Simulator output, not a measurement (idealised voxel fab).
Process module, titled voxel ribs on slabs
Pictured: cross-section cut, 155 nm wide, on a grid of 5 nm square cells.
Think of the cross-section as a grid of square cells. We describe it in bands, top to bottom, and each band covers one or more rows of those cells.
What a band's entry tells you: where the top is and where the bottom is, as heights in nm, and after that what lies inside, material by material from left to right, each with its width in nm. Empty space is written as the word "blank", and a single material marked with the word "edge to edge" occupies the band from edge to edge.
Heights are reckoned from 0. Under this level, the received wafer is all of one material. The bottommost band is open-ended downward, for example "from 0 down".
With a width like "30 to 40", each row of cells in the band differs from the next by the same amount, the top row carrying the first number and the bottom row the second.
Step note "nothing different" = no cross-section cell changed.
Basically, "Sealed internal cavities" tells you about the enclosed voids: empty spaces with no open way to the top, 8 cells or bigger, each written width x height at distance, where distance is from the left edge, all in nm.
Where a step's line continues beyond its settings, the continuation is a remark by the simulator itself on that step.
Regarding "overlay nm": on a step with a mask, it is the distance the mask lay to the right of its planned place; a negative value places it to the left.

Planned process steps
| 1 | RECEIVE: material Si |
| 2 | DIRECTIONAL_DEP: material SiO2, thk nm 25 |
| 3 | DIRECTIONAL_DEP: material SiN, thk nm 20 |
| 4 | DIRECTIONAL_DEP: material aC, thk nm 10 |
| 5 | PATTERN: tone cover, mask id RIB, material resist, width nm 30, thk nm 25, overlay nm 0 |
| 6 | DIRECTIONAL_ETCH: etch materials aC, depth nm 10 |
| 7 | STRIP: etch materials resist |
| 8 | DIRECTIONAL_ETCH: etch materials SiN, depth nm 5 |
| 9 | STRIP: etch materials aC |
| 10 | MASKED_ETCH: tone cover, mask id SLAB, width nm 90, etch materials SiN, depth nm 15, overlay nm 0 |
| 11 | FILL_DEP: material SiO2, thk nm 25 |
| 12 | CMP: height nm 60 |
| 13 | DIRECTIONAL_DEP: material W, thk nm 5 |
| 14 | DIRECTIONAL_DEP: material aC, thk nm 15 |
| 15 | PATTERN: tone cover, mask id HEATER, material resist, width nm 40, thk nm 30, overlay nm 0 |
| 16 | DIRECTIONAL_ETCH: etch materials aC, depth nm 15 |
| 17 | STRIP: etch materials resist |
| 18 | DIRECTIONAL_ETCH: etch materials W, depth nm 5 |
| 19 | STRIP: etch materials aC |
| 20 | CONFORMAL_DEP: material SiO2, thk nm 10 |

As received (post step 1): cross-section
  from 0 down  Si edge to edge
  Sealed internal cavities: none

Cross-section: first of two wafers, module finished, run according to plan
  from 75 to 70  45 blank, then 60 SiO2, then 50 blank
  from 70 to 65  SiO2 edge to edge
  from 65 to 60  55 SiO2, then 40 W, then 60 SiO2
  from 60 to 45  SiO2 edge to edge
  from 45 to 40  60 SiO2, then 30 SiN, then 65 SiO2
  from 40 to 25  30 SiO2, then 90 SiN, then 35 SiO2
  from 25 to 0  SiO2 edge to edge
  from 0 down  Si edge to edge
  Sealed internal cavities: none

The second wafer, shown in cross-section after the module: started the same way as the first and given the same plan, yet one mistake crept into how it was run
  from 75 to 70  45 blank, then 60 SiO2, then 50 blank
  from 70 to 65  SiO2 edge to edge
  from 65 to 60  55 SiO2, then 40 W, then 60 SiO2
  from 60 to 35  SiO2 edge to edge
  from 35 to 30  60 SiO2, then 30 SiN, then 65 SiO2
  from 30 to 15  30 SiO2, then 90 SiN, then 35 SiO2
  from 15 to 0  SiO2 edge to edge
  from 0 down  Si edge to edge
  Sealed internal cavities: none
It is concluded that the wafer was processed incorrectly with respect to the plan, in that step 2 deviated from plan and actually ran as DIRECTIONAL_DEP: material SiO2, thk nm 15
Final state: per-material cell counts identical on both wafers; locations differ.
